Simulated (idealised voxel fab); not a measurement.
process module | voxel self aligned vias
cross-section cut | 245 nm wide | cells 5 nm
A cross-section is a grid of square cells, given in bands from the top down. A band is one or more rows of cells.
Each band's line starts with the height of the band's top and of its bottom, in nm. Then come its materials from left to right, each with its width in nm. One material with "throughout" fills the band from edge to edge. "air" is empty space.
Height 0 is the level under which the wafer as received is all one material. The lowest band goes on downwards, as in "0 down".
A width such as "30 to 40" changes by the same amount from each row of cells to the next, from the band's top row to its bottom row.
"no change" after a step means that no cell of the cross-section changed.
closed voids: empty space of 8 cells or more with no open way to the top, each as width x height at its distance from the left edge, in nm
after a step's settings: what the simulator itself notes on the step
overlay nm, on a step with a mask: how far to the right of its planned place the mask lay; to the left if negative
plan
1 op RECEIVE | material Si
2 op CONFORMAL_DEP | material SiO2 | thk nm 10
3 op CONFORMAL_DEP | material SiCN | thk nm 5
4 op DIRECTIONAL_DEP | material lowk | thk nm 25
5 op MASKED_ETCH | tone open | mask id LINES | width nm 25 | pitch nm 75 | etch materials lowk | depth nm 25 | overlay nm 0
6 op CONFORMAL_DEP | material TiN | thk nm 5
7 op FILL_DEP | material Ru | thk nm 10
8 op CMP | height nm 40
9 op SELECTIVE_ETCH | etch materials W Ru TiN | depth nm 5
10 op FILL_DEP | material SiN | thk nm 5
11 op CMP | height nm 40
12 op DIRECTIONAL_DEP | material lowk | thk nm 15
13 op DIRECTIONAL_DEP | material aC | thk nm 10
14 op PATTERN | tone open | mask id VIAS | material resist | width nm 45 | thk nm 25 | overlay nm 0
15 op DIRECTIONAL_ETCH | etch materials aC | depth nm 10
16 op STRIP | etch materials resist
17 op DIRECTIONAL_ETCH | etch materials lowk | depth nm 15
18 op DIRECTIONAL_ETCH | etch materials SiN | depth nm 5
19 op STRIP | etch materials aC
20 op CONFORMAL_DEP | material TiN | thk nm 5
21 op FILL_DEP | material Ru | thk nm 10
22 op CMP | height nm 55
23 op CONFORMAL_DEP | material SiCN | thk nm 5
as received, after step 1
  0 down: Si throughout
  closed voids: none
a wafer at the end: this start, this plan, one mistake
  60 to 55: SiCN throughout
  55 to 45: lowk 60 | TiN 5 | Ru 35 | TiN 5 | lowk 140
  45 to 40: lowk 60 | TiN 45 | lowk 140
  40 to 35: SiCN throughout
  35 to 10: lowk throughout
  10 to 0: SiO2 throughout
  0 down: Si throughout
  closed voids: none
what went wrong: steps 3 and 4 were swapped
